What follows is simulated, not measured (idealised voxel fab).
Module name: voxel self aligned contacts (process module)
Section cut is 210 nm wide and gridded with 5 nm square cells.
How to read a cross-section here: the picture is a grid of square cells, written as bands going from the top down, and any band can span one or more rows of cells. Band: top and bottom heights (nm) first, top before bottom; then materials from left to right, widths in nm. "edge to edge" marks a sole material filling the band edge to edge. "blank" denotes empty space. Counting heights begins at 0, where everything beneath is, in the wafer as received, one material. The lowest band has no bottom; it goes on downwards, as "top 0, no bottom" shows. You'd read "30->40" like this: the band's top row of cells is as wide as the first number, its bottom row is as wide as the second, and going down, every row changes width by the same amount as the row before did. Any step labelled "no change" changed none of the cells in the cross-section. Heads up: "Closed void roster" only lists the empty pockets with no open path to the top that are 8 cells or more, and it writes them as width x height at distance, distance from the left edge, in nm. Anything after a step's settings on that line? It's the simulator's own note about the step. What "overlay nm" on a step's line means: if the step has a mask, that mask lay this far to the right of its planned place, or, when the value is negative, to the left.

**Steps planned for the process**
step 1: RECEIVE, material Si
step 2: OXIDIZE, depth nm 5
step 3: DIRECTIONAL_DEP, material polySi, thk nm 20
step 4: DIRECTIONAL_DEP, material SiN, thk nm 15
step 5: MASKED_ETCH, tone cover, mask id GATE, width nm 35, pitch nm 65, etch materials SiN, depth nm 15, overlay nm 0
step 6: MASKED_ETCH, tone cover, mask id GATE, width nm 35, pitch nm 65, etch materials polySi, depth nm 20, overlay nm 0
step 7: CONFORMAL_DEP, material SiN, thk nm 5
step 8: DIRECTIONAL_ETCH, etch materials SiN, depth nm 5
step 9: FILL_DEP, material SiO2, thk nm 10
step 10: CMP, height nm 40
step 11: MASKED_ETCH, tone open, mask id CONTACT, width nm 50, etch materials SiO2, depth nm 45, overlay nm 0
step 12: CONFORMAL_DEP, material TiN, thk nm 5
step 13: FILL_DEP, material W, thk nm 10
step 14: CMP, height nm 40
step 15: CONFORMAL_DEP, material SiN, thk nm 5

**As-received state of the wafer in cross-section, equivalent to post-step 1**
  top 0, no bottom  Si edge to edge
  Closed void roster: none

**First of two wafers at the end of the module, shown in cross-section; run carried out as planned**
  top 45, bottom 40  SiN edge to edge
  top 40, bottom 35  80 SiO2  20 TiN  10 W  20 TiN  80 SiO2
  top 35, bottom 20  50 SiO2  45 SiN  5 TiN  10 W  5 TiN  45 SiN  50 SiO2
  top 20, bottom 0  50 SiO2  5 SiN  35 polySi  5 SiN  5 TiN  10 W  5 TiN  5 SiN  35 polySi  5 SiN  50 SiO2
  top 0, bottom -5  95 SiO2  20 TiN  95 SiO2
  top -5, no bottom  Si edge to edge
  Closed void roster: none

**Presented here is a cross-section of the second of the two wafers as it stood at the end of the module. It was started in the same manner and assigned the same plan as the first wafer; however, one mistake was made in its execution**
  top 45, bottom 40  SiN edge to edge
  top 40, bottom 35  80 SiO2  20 TiN  10 W  20 TiN  80 SiO2
  top 35, bottom 25  50 SiO2  45 SiN  5 TiN  10 W  5 TiN  45 SiN  50 SiO2
  top 25, bottom 20  50 SiO2  45 SiN  20 TiN  45 SiN  50 SiO2
  top 20, bottom 0  50 SiO2  5 SiN  45 polySi  5 SiN  10 TiN  5 SiN  45 polySi  5 SiN  40 SiO2
  top 0, bottom -5  105 SiO2  10 TiN  95 SiO2
  top -5, no bottom  Si edge to edge
  Closed void roster: none
Nonconformance to the process plan: planned and actual differ for step 6; actual: MASKED_ETCH, tone cover, mask id GATE, width nm 35, pitch nm 65, etch materials polySi, depth nm 20, overlay nm 10
At the finish, the second wafer shows more or fewer cells for some materials than the first does: 6 fewer of SiO2, 10 fewer of W, 16 more of polySi
